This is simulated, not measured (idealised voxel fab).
The document below concerns the process module designated voxel spacer lines.
Xsec cut, 290 nm wide, square cell size 5 nm.
Just so we're on the same page, the cross-sections are grids of square cells, and they're listed out in bands top to bottom, each band one or more rows deep.
Heights first: top, then bottom, in nm. Then materials, left to right, each with a width in nm. "throughout" on a single material: fills the band edge to edge. "air": empty space.
We count height from 0. Below that, the starting wafer is all one material. The lowest band never ends at the bottom but goes on down; see "0 down" for how that is written.
A width given as "30 to 40" starts at the first number in the band's top row and ends at the second number in its bottom row, shifting by an equal amount at every step from row to row.
"nothing changed" after a step means that no cell of the cross-section changed.
In "Trapped voids" the enclosed voids are listed, meaning empty spaces of 8 cells or larger without any opening to the top. The form is width x height at distance, distance from the left edge, units nm.
On a step's line, text after the settings is the simulator commenting on that step.
overlay nm: where the mask lay relative to plan, measured to the right, on steps with a mask; negatives go left.
### Set out below are the planned steps of the process
| 1 | op RECEIVE | material Si |
| 2 | op CONFORMAL_DEP | material Al2O3 | thk nm 10 |
| 3 | op DIRECTIONAL_DEP | material W | thk nm 10 |
| 4 | op DIRECTIONAL_DEP | material polySi | thk nm 30 |
| 5 | op PATTERN | tone cover | mask id MANDREL | material resist | width nm 15 | pitch nm 60 | thk nm 40 | overlay nm 0 |
| 6 | op DIRECTIONAL_ETCH | etch materials polySi | depth nm 30 |
| 7 | op STRIP | etch materials resist |
| 8 | op CONFORMAL_DEP | material SiN | thk nm 10 |
| 9 | op DIRECTIONAL_ETCH | etch materials SiN | depth nm 10 |
| 10 | op STRIP | etch materials polySi |
| 11 | op DIRECTIONAL_ETCH | etch materials W | depth nm 10 |
| 12 | op STRIP | etch materials SiN |
Across this set of wafers, the varied parameter is the width nm of step 5. Starting conditions are identical for every wafer, and the plan reports the value assigned to the first wafer.
### Cross-section of the first of several received wafers, showing its state after step 1
* 0 down = Si throughout
* Trapped voids: none
### Wafer rows, end of module: cells per material gained (+) or lost (-) since receipt; closed voids last
width nm 15, +116 Al2O3, +16 W, Trapped voids: none
width nm 20, +116 Al2O3, +16 W, Trapped voids: none
width nm 25, +116 Al2O3, +16 W, Trapped voids: none
width nm 30, +116 Al2O3, +16 W, Trapped voids: none
width nm 35, +116 Al2O3, +16 W, Trapped voids: none
